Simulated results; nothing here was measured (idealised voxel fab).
This section sets out a process module, namely voxel wiring stack.
The cross-section on display is named cut; it measures 150 nm wide, and its cells are 5 nm squares.
Reading order for cross-sections: top band down to bottom band. Underlying form: a grid of square cells. Band size: one or more rows of cells.
Each band's line starts with the height of the band's top and of its bottom, in nm. Then come its materials from left to right, each with its width in nm. One material with "edge to edge" fills the band from edge to edge. "air" is empty space.
Ref level 0: as-received wafer is one material below here. Bottom band extends down with no lower bound ("z 0 and below").
A width given as "30 to 40" starts at the first number in the band's top row and ends at the second number in its bottom row, shifting by an equal amount at every step from row to row.
"no change" means the step left every cell of the cross-section as it was.
Empty spaces counting at least 8 cells and having no open way to the top are listed in "Entrapped void list". The notation width x height at distance is used for each, the distance being from the left edge and all three values in nm.
Past the settings on a step's line: simulator remark, on that step.
Regarding "overlay nm": on a step with a mask, it is the distance the mask lay to the right of its planned place; a negative value places it to the left.
The process steps that were planned are listed below
step 1: RECEIVE, material Si
step 2: CONFORMAL_DEP, material SiO2, thk nm 10
step 3: DIRECTIONAL_DEP, material TiN, thk nm 5
step 4: DIRECTIONAL_DEP, material W, thk nm 20
step 5: MASKED_ETCH, tone cover, mask id METAL_1, width nm 20, pitch nm 35, etch materials W, depth nm 20, overlay nm -15
step 6: MASKED_ETCH, tone cover, mask id METAL_1, width nm 20, pitch nm 35, etch materials TiN, depth nm 5, overlay nm 0
step 7: FILL_DEP, material lowk, thk nm 10
step 8: CMP, height nm 35
step 9: CONFORMAL_DEP, material SiCN, thk nm 5
step 10: DIRECTIONAL_DEP, material SiO2, thk nm 20
step 11: MASKED_ETCH, tone open, mask id PLUG_1, width nm 15, etch materials SiO2, depth nm 20, overlay nm 0
step 12: MASKED_ETCH, tone open, mask id PLUG_1, width nm 15, etch materials SiCN, depth nm 5, overlay nm 0
step 13: CONFORMAL_DEP, material TiN, thk nm 5
step 14: FILL_DEP, material Ru, thk nm 5
step 15: CMP, height nm 60
step 16: CONFORMAL_DEP, material SiCN, thk nm 5
step 17: DIRECTIONAL_DEP, material lowk, thk nm 25
step 18: DIRECTIONAL_DEP, material aC, thk nm 10
step 19: PATTERN, tone open, mask id METAL_2, material resist, width nm 20, pitch nm 35, thk nm 25, overlay nm 0
step 20: DIRECTIONAL_ETCH, etch materials aC, depth nm 10
step 21: STRIP, etch materials resist
step 22: DIRECTIONAL_ETCH, etch materials lowk, depth nm 25
step 23: DIRECTIONAL_ETCH, etch materials SiCN, depth nm 5
step 24: STRIP, etch materials aC
step 25: CONFORMAL_DEP, material TiN, thk nm 5
step 26: FILL_DEP, material Ru, thk nm 5
step 27: CMP, height nm 90
step 28: EPI, material Ru, thk nm 5
step 29: FILL_DEP, material SiCN, thk nm 5
The wafers are alike at the start. At step 5, their overlay nm differs. The plan lists the first wafer's value.
As received, i.e. after step 1: cross-section through the first of several wafers
  z 0 and below: Si edge to edge
  Entrapped void list: none
Post step 29, the closing step of the module: first of several wafers, cross-sectioned
  z 100 to 95: SiCN edge to edge
  z 95 to 90: SiCN 40 nm, then Ru 30 nm, then SiCN 5 nm, then Ru 30 nm, then SiCN 45 nm
  z 90 to 65: lowk 45 nm, then TiN 5 nm, then Ru 10 nm, then TiN 5 nm, then lowk 15 nm, then TiN 5 nm, then Ru 10 nm, then TiN 5 nm, then lowk 50 nm
  z 65 to 60: SiCN 45 nm, then TiN 20 nm, then SiCN 15 nm, then TiN 20 nm, then SiCN 50 nm
  z 60 to 40: SiO2 45 nm, then TiN 5 nm, then Ru 5 nm, then TiN 5 nm, then SiO2 90 nm
  z 40 to 35: SiCN 45 nm, then TiN 15 nm, then SiCN 90 nm
  z 35 to 15: lowk 30 nm, then W 20 nm, then lowk 15 nm, then W 20 nm, then lowk 65 nm
  z 15 to 10: lowk 30 nm, then TiN 70 nm, then lowk 50 nm
  z 10 to 0: SiO2 edge to edge
  z 0 and below: Si edge to edge
  Entrapped void list: none
Cross-section of the final wafer among several, taken at the end of the module
  z 100 to 95: SiCN edge to edge
  z 95 to 90: SiCN 40 nm, then Ru 30 nm, then SiCN 5 nm, then Ru 30 nm, then SiCN 45 nm
  z 90 to 65: lowk 45 nm, then TiN 5 nm, then Ru 10 nm, then TiN 5 nm, then lowk 15 nm, then TiN 5 nm, then Ru 10 nm, then TiN 5 nm, then lowk 50 nm
  z 65 to 60: SiCN 45 nm, then TiN 20 nm, then SiCN 15 nm, then TiN 20 nm, then SiCN 50 nm
  z 60 to 40: SiO2 45 nm, then TiN 5 nm, then Ru 5 nm, then TiN 5 nm, then SiO2 90 nm
  z 40 to 35: SiCN 45 nm, then TiN 15 nm, then SiCN 90 nm
  z 35 to 15: lowk 60 nm, then W 20 nm, then lowk 15 nm, then W 20 nm, then lowk 35 nm
  z 15 to 10: lowk 45 nm, then TiN 70 nm, then lowk 35 nm
  z 10 to 0: SiO2 edge to edge
  z 0 and below: Si edge to edge
  Entrapped void list: none
Per wafer, end of module: cells gained (+) or lost (-) per material since receipt, then closed voids
overlay nm -15; +36 Ru; +97 SiCN; +168 SiO2; +53 TiN; +32 W; +214 lowk; Entrapped void list: none
overlay nm -10; +36 Ru; +97 SiCN; +168 SiO2; +51 TiN; +32 W; +216 lowk; Entrapped void list: none
overlay nm -5; +36 Ru; +97 SiCN; +168 SiO2; +49 TiN; +32 W; +218 lowk; Entrapped void list: none
overlay nm 0; +36 Ru; +97 SiCN; +168 SiO2; +47 TiN; +32 W; +220 lowk; Entrapped void list: none
overlay nm 5; +36 Ru; +97 SiCN; +168 SiO2; +49 TiN; +32 W; +218 lowk; Entrapped void list: none
overlay nm 10; +36 Ru; +97 SiCN; +168 SiO2; +51 TiN; +32 W; +216 lowk; Entrapped void list: none
overlay nm 15; +36 Ru; +97 SiCN; +168 SiO2; +53 TiN; +32 W; +214 lowk; Entrapped void list: none
